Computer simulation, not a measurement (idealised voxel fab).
Module name: voxel gate over fins (process module)
cross-section cut | 265 nm wide | cells 5 nm
If you're reading a cross-section in this doc, picture square cells in a grid; it comes to you as bands, top ones listed first down to the bottom, and a band can be one or more rows of cells. Top height, bottom height, nm. Materials left to right, width each, nm. Single material + "full width" = fills band edge to edge. "air" = empty. Heights from 0 (as-received wafer is one material below). Bottom band endless downward, as "top 0, no bottom". Per-row width for "30->40": begins at first number (top row of band), ends at second number (bottom row), increment between rows held constant. No cell of the cross-section changed in a step that is given as "nothing was modified". Enclosed voids (no open way to top), threshold 8 cells or more, entry "Cavities, sealed", notation width x height at distance, distance from left edge, nm. Where a step's line continues beyond its settings, the continuation is a remark by the simulator itself on that step. overlay nm: mask right of planned place by this much (step with mask). Neg. = left.
# So here's the lineup of process steps we planned
1) RECEIVE: material Si
2) CONFORMAL_DEP: material SiN, thk nm 5
3) DIRECTIONAL_DEP: material aC, thk nm 15
4) PATTERN: tone cover, mask id FINS, material resist, width nm 15, pitch nm 40, thk nm 35, overlay nm 0
5) DIRECTIONAL_ETCH: etch materials aC, depth nm 15
6) STRIP: etch materials resist
7) DIRECTIONAL_ETCH: etch materials SiN, depth nm 5
8) DIRECTIONAL_ETCH: etch materials Si, depth nm 40
9) STRIP: etch materials aC
10) FILL_DEP: material SiO2, thk nm 10
11) CMP: height nm 5
12) SELECTIVE_ETCH: etch materials SiO2, depth nm 15
13) STRIP: etch materials SiN
14) CONFORMAL_DEP: material HfO2, thk nm 5
15) CONFORMAL_DEP: material TiN, thk nm 5
16) FILL_DEP: material W, thk nm 15
17) CMP: height nm 20
18) CONFORMAL_DEP: material SiCN, thk nm 5
# The cross-section here shows the wafer as received, i.e. in its state after step 1
top 0, no bottom  Si full width
Cavities, sealed: none
# Module complete - cross-section of the first of two wafers, run according to plan
top 25, bottom 20  SiCN full width
top 20, bottom 10  W full width
top 10, bottom 5  W 95 / TiN 35 / W 5 / TiN 35 / W 95
top 5, bottom 0  W 95 / TiN 5 / HfO2 25 / TiN 5 / W 5 / TiN 5 / HfO2 25 / TiN 5 / W 95
top 0, bottom -5  TiN 100 / HfO2 5 / Si 15 / HfO2 5 / TiN 15 / HfO2 5 / Si 15 / HfO2 5 / TiN 100
top -5, bottom -10  HfO2 105 / Si 15 / HfO2 25 / Si 15 / HfO2 105
top -10, bottom -40  SiO2 105 / Si 15 / SiO2 25 / Si 15 / SiO2 105
top -40, no bottom  Si full width
Cavities, sealed: none
# Cross-sectional image of the second wafer of the two following completion of the module. Starting state and process plan were the same as for the first wafer; one execution error occurred
top 25, bottom 20  SiCN full width
top 20, bottom 10  W full width
top 10, bottom 5  TiN full width
top 5, bottom 0  HfO2 110 / TiN 5 / HfO2 35 / TiN 5 / HfO2 110
top 0, bottom -5  Si 105 / HfO2 5 / TiN 5 / HfO2 5 / Si 25 / HfO2 5 / TiN 5 / HfO2 5 / Si 105
top -5, bottom -10  Si 105 / HfO2 15 / Si 25 / HfO2 15 / Si 105
top -10, bottom -40  Si 105 / SiO2 15 / Si 25 / SiO2 15 / Si 105
top -40, no bottom  Si full width
Cavities, sealed: none
Against the plan, the run slipped here: step 4 ran differently from the plan; actual operation with settings: PATTERN: tone open, mask id FINS, material resist, width nm 15, pitch nm 40, thk nm 35, overlay nm 0
FYI, end of process, the second wafer has more or fewer cells of some materials than the first: Si: 328 more | SiO2: 246 fewer | TiN: 4 fewer | W: 78 fewer
